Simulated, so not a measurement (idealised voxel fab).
The name of this process module is voxel wiring stack.
Xsec cut, 285 nm wide, square cell size 5 nm.
For the purposes of this document, a cross-section shall be understood as a grid of square cells, specified as bands listed in top-to-bottom order, each band consisting of one or more rows of cells.
Top height, bottom height, nm. Materials left to right, width each, nm. Single material + "edge to edge" = fills band edge to edge. "air" = empty.
For the purposes of this specification, 0 denotes the height below which the wafer in its as-received condition is composed wholly of one material, and the lowermost band, lacking a lower limit, extends downward without end, as expressed in "0 -> down".
Think of "30..40" as a width that walks from the first number to the second as you go down the band, top row to bottom row, taking equal-sized steps from row to row.
What does "no alterations made" mean for a step? It means no cell of the cross-section changed in that step.
"Enclosed cavity list" means: voids of 8 cells or more that are shut off from the top with no open way through. Written width x height at distance, distance from the left edge, in nm.
That trailing text on a step's line, after the settings, is the simulator's own remark on the step.
overlay nm: mask offset rightward from planned place, masked step; negative means leftward offset.
-- Process steps - plan
| 1 | RECEIVE with material Si |
| 2 | CONFORMAL_DEP with material SiO2, thk nm 15 |
| 3 | CONFORMAL_DEP with material SiCN, thk nm 5 |
| 4 | DIRECTIONAL_DEP with material lowk, thk nm 25 |
| 5 | MASKED_ETCH with tone open, mask id METAL_1, width nm 25, pitch nm 50, etch materials lowk, depth nm 25, overlay nm 0 |
| 6 | MASKED_ETCH with tone open, mask id METAL_1, width nm 25, pitch nm 50, etch materials SiCN, depth nm 5, overlay nm 0 |
| 7 | CONFORMAL_DEP with material TiN, thk nm 5 |
| 8 | FILL_DEP with material Cu, thk nm 10 |
| 9 | CMP with height nm 45 |
| 10 | CONFORMAL_DEP with material SiCN, thk nm 5 |
| 11 | DIRECTIONAL_DEP with material lowk, thk nm 15 |
| 12 | DIRECTIONAL_DEP with material aC, thk nm 10 |
| 13 | PATTERN with tone open, mask id PLUG_1, material resist, width nm 15, pitch nm 50, thk nm 25, overlay nm 0 |
| 14 | DIRECTIONAL_ETCH with etch materials aC, depth nm 10 |
| 15 | STRIP with etch materials resist |
| 16 | DIRECTIONAL_ETCH with etch materials lowk, depth nm 15 |
| 17 | DIRECTIONAL_ETCH with etch materials SiCN, depth nm 5 |
| 18 | STRIP with etch materials aC |
| 19 | CONFORMAL_DEP with material TiN, thk nm 5 |
| 20 | FILL_DEP with material Cu, thk nm 5 |
| 21 | CMP with height nm 65 |
| 22 | CONFORMAL_DEP with material SiCN, thk nm 5 |
| 23 | DIRECTIONAL_DEP with material SiO2, thk nm 25 |
| 24 | DIRECTIONAL_DEP with material aC, thk nm 15 |
| 25 | PATTERN with tone open, mask id METAL_2, material resist, width nm 25, pitch nm 50, thk nm 30, overlay nm 0 |
| 26 | DIRECTIONAL_ETCH with etch materials aC, depth nm 15 |
| 27 | STRIP with etch materials resist |
| 28 | DIRECTIONAL_ETCH with etch materials SiO2, depth nm 25 |
| 29 | DIRECTIONAL_ETCH with etch materials SiCN, depth nm 5 |
| 30 | STRIP with etch materials aC |
| 31 | CONFORMAL_DEP with material TiN, thk nm 5 |
| 32 | FILL_DEP with material Cu, thk nm 10 |
| 33 | CMP with height nm 95 |
| 34 | EPI with material Ru, thk nm 5 |
| 35 | FILL_DEP with material SiCN, thk nm 5 |
| 36 | DIRECTIONAL_DEP with material SiO2, thk nm 30 |
| 37 | MASKED_ETCH with tone open, mask id METAL_3_HOLES, width nm 15, pitch nm 50, etch materials SiO2, depth nm 30, overlay nm 0 |
| 38 | DIRECTIONAL_DEP with material aC, thk nm 15 |
| 39 | PATTERN with tone open, mask id METAL_3, material resist, width nm 25, pitch nm 50, thk nm 30, overlay nm 0 |
| 40 | DIRECTIONAL_ETCH with etch materials aC, depth nm 15 |
| 41 | STRIP with etch materials resist |
| 42 | DIRECTIONAL_ETCH with etch materials SiO2, depth nm 20 |
| 43 | DIRECTIONAL_ETCH with etch materials SiCN, depth nm 5 |
| 44 | STRIP with etch materials aC |
| 45 | CONFORMAL_DEP with material TiN, thk nm 5 |
| 46 | FILL_DEP with material Cu, thk nm 10 |
| 47 | CMP with height nm 135 |
| 48 | CONFORMAL_DEP with material SiCN, thk nm 5 |
-- Cross-section: wafer on arrival = after step 1
- 0 -> down = Si edge to edge
- Enclosed cavity list: none
-- First of two wafers at the end of the module, shown in cross-section; run carried out as planned
- 140 -> 135 = SiCN edge to edge
- 135 -> 120 = SiO2 55 nm | TiN 5 nm | Cu 15 nm | TiN 5 nm | SiO2 25 nm | TiN 5 nm | Cu 15 nm | TiN 5 nm | SiO2 25 nm | TiN 5 nm | Cu 15 nm | TiN 5 nm | SiO2 25 nm | TiN 5 nm | Cu 15 nm | TiN 5 nm | SiO2 55 nm
- 120 -> 115 = SiO2 55 nm | TiN 5 nm | Cu 5 nm | TiN 15 nm | SiO2 25 nm | TiN 5 nm | Cu 5 nm | TiN 15 nm | SiO2 25 nm | TiN 5 nm | Cu 5 nm | TiN 15 nm | SiO2 25 nm | TiN 5 nm | Cu 5 nm | TiN 15 nm | SiO2 55 nm
- 115 -> 105 = SiO2 55 nm | TiN 5 nm | Cu 5 nm | TiN 5 nm | SiO2 35 nm | TiN 5 nm | Cu 5 nm | TiN 5 nm | SiO2 35 nm | TiN 5 nm | Cu 5 nm | TiN 5 nm | SiO2 35 nm | TiN 5 nm | Cu 5 nm | TiN 5 nm | SiO2 65 nm
- 105 -> 100 = SiCN 55 nm | TiN 15 nm | SiCN 35 nm | TiN 15 nm | SiCN 35 nm | TiN 15 nm | SiCN 35 nm | TiN 15 nm | SiCN 65 nm
- 100 -> 95 = SiCN 50 nm | Ru 35 nm | SiCN 15 nm | Ru 35 nm | SiCN 15 nm | Ru 35 nm | SiCN 15 nm | Ru 35 nm | SiCN 50 nm
- 95 -> 70 = SiO2 55 nm | TiN 5 nm | Cu 15 nm | TiN 5 nm | SiO2 25 nm | TiN 5 nm | Cu 15 nm | TiN 5 nm | SiO2 25 nm | TiN 5 nm | Cu 15 nm | TiN 5 nm | SiO2 25 nm | TiN 5 nm | Cu 15 nm | TiN 5 nm | SiO2 55 nm
- 70 -> 65 = SiCN 55 nm | TiN 25 nm | SiCN 25 nm | TiN 25 nm | SiCN 25 nm | TiN 25 nm | SiCN 25 nm | TiN 25 nm | SiCN 55 nm
- 65 -> 50 = lowk 55 nm | TiN 5 nm | Cu 5 nm | TiN 5 nm | lowk 35 nm | TiN 5 nm | Cu 5 nm | TiN 5 nm | lowk 35 nm | TiN 5 nm | Cu 5 nm | TiN 5 nm | lowk 35 nm | TiN 5 nm | Cu 5 nm | TiN 5 nm | lowk 65 nm
- 50 -> 45 = SiCN 55 nm | TiN 15 nm | SiCN 35 nm | TiN 15 nm | SiCN 35 nm | TiN 15 nm | SiCN 35 nm | TiN 15 nm | SiCN 65 nm
- 45 -> 20 = lowk 55 nm | TiN 5 nm | Cu 15 nm | TiN 5 nm | lowk 25 nm | TiN 5 nm | Cu 15 nm | TiN 5 nm | lowk 25 nm | TiN 5 nm | Cu 15 nm | TiN 5 nm | lowk 25 nm | TiN 5 nm | Cu 15 nm | TiN 5 nm | lowk 55 nm
- 20 -> 15 = SiCN 55 nm | TiN 25 nm | SiCN 25 nm | TiN 25 nm | SiCN 25 nm | TiN 25 nm | SiCN 25 nm | TiN 25 nm | SiCN 55 nm
- 15 -> 0 = SiO2 edge to edge
- 0 -> down = Si edge to edge
- Enclosed cavity list: none
-- Cross-section, second wafer: same start as the first, same plan as the first, one mistake in running it; taken at the end of the module
- 140 -> 135 = SiCN edge to edge
- 135 -> 120 = SiO2 55 nm | TiN 5 nm | Cu 15 nm | TiN 5 nm | SiO2 25 nm | TiN 5 nm | Cu 15 nm | TiN 5 nm | SiO2 25 nm | TiN 5 nm | Cu 15 nm | TiN 5 nm | SiO2 25 nm | TiN 5 nm | Cu 15 nm | TiN 5 nm | SiO2 55 nm
- 120 -> 115 = SiO2 55 nm | TiN 5 nm | Cu 5 nm | TiN 15 nm | SiO2 25 nm | TiN 5 nm | Cu 5 nm | TiN 15 nm | SiO2 25 nm | TiN 5 nm | Cu 5 nm | TiN 15 nm | SiO2 25 nm | TiN 5 nm | Cu 5 nm | TiN 15 nm | SiO2 55 nm
- 115 -> 105 = SiO2 55 nm | TiN 5 nm | Cu 5 nm | TiN 5 nm | SiO2 35 nm | TiN 5 nm | Cu 5 nm | TiN 5 nm | SiO2 35 nm | TiN 5 nm | Cu 5 nm | TiN 5 nm | SiO2 35 nm | TiN 5 nm | Cu 5 nm | TiN 5 nm | SiO2 65 nm
- 105 -> 100 = SiCN 55 nm | TiN 15 nm | SiCN 35 nm | TiN 15 nm | SiCN 35 nm | TiN 15 nm | SiCN 35 nm | TiN 15 nm | SiCN 65 nm
- 100 -> 95 = Ru 60 nm | SiCN 15 nm | Ru 35 nm | SiCN 15 nm | Ru 35 nm | SiCN 15 nm | Ru 35 nm | SiCN 15 nm | Ru 60 nm
- 95 -> 70 = Cu 50 nm | TiN 5 nm | SiO2 25 nm | TiN 5 nm | Cu 15 nm | TiN 5 nm | SiO2 25 nm | TiN 5 nm | Cu 15 nm | TiN 5 nm | SiO2 25 nm | TiN 5 nm | Cu 15 nm | TiN 5 nm | SiO2 25 nm | TiN 5 nm | Cu 50 nm
- 70 -> 65 = TiN 55 nm | SiCN 25 nm | TiN 25 nm | SiCN 25 nm | TiN 25 nm | SiCN 25 nm | TiN 25 nm | SiCN 25 nm | TiN 55 nm
- 65 -> 50 = lowk 55 nm | TiN 5 nm | Cu 5 nm | TiN 5 nm | lowk 35 nm | TiN 5 nm | Cu 5 nm | TiN 5 nm | lowk 35 nm | TiN 5 nm | Cu 5 nm | TiN 5 nm | lowk 35 nm | TiN 5 nm | Cu 5 nm | TiN 5 nm | lowk 65 nm
- 50 -> 45 = SiCN 55 nm | TiN 15 nm | SiCN 35 nm | TiN 15 nm | SiCN 35 nm | TiN 15 nm | SiCN 35 nm | TiN 15 nm | SiCN 65 nm
- 45 -> 20 = lowk 55 nm | TiN 5 nm | Cu 15 nm | TiN 5 nm | lowk 25 nm | TiN 5 nm | Cu 15 nm | TiN 5 nm | lowk 25 nm | TiN 5 nm | Cu 15 nm | TiN 5 nm | lowk 25 nm | TiN 5 nm | Cu 15 nm | TiN 5 nm | lowk 55 nm
- 20 -> 15 = SiCN 55 nm | TiN 25 nm | SiCN 25 nm | TiN 25 nm | SiCN 25 nm | TiN 25 nm | SiCN 25 nm | TiN 25 nm | SiCN 55 nm
- 15 -> 0 = SiO2 edge to edge
- 0 -> down = Si edge to edge
- Enclosed cavity list: none
Run error: step 25 deviated from plan and actually ran as PATTERN with tone cover, mask id METAL_2, material resist, width nm 25, pitch nm 50, thk nm 30, overlay nm 0
Once processing is complete, comparing cell counts shows that the second wafer has more or fewer of certain materials than the first: 85 more of Cu, 17 more of Ru, 34 fewer of SiCN, 85 fewer of SiO2, 17 more of TiN
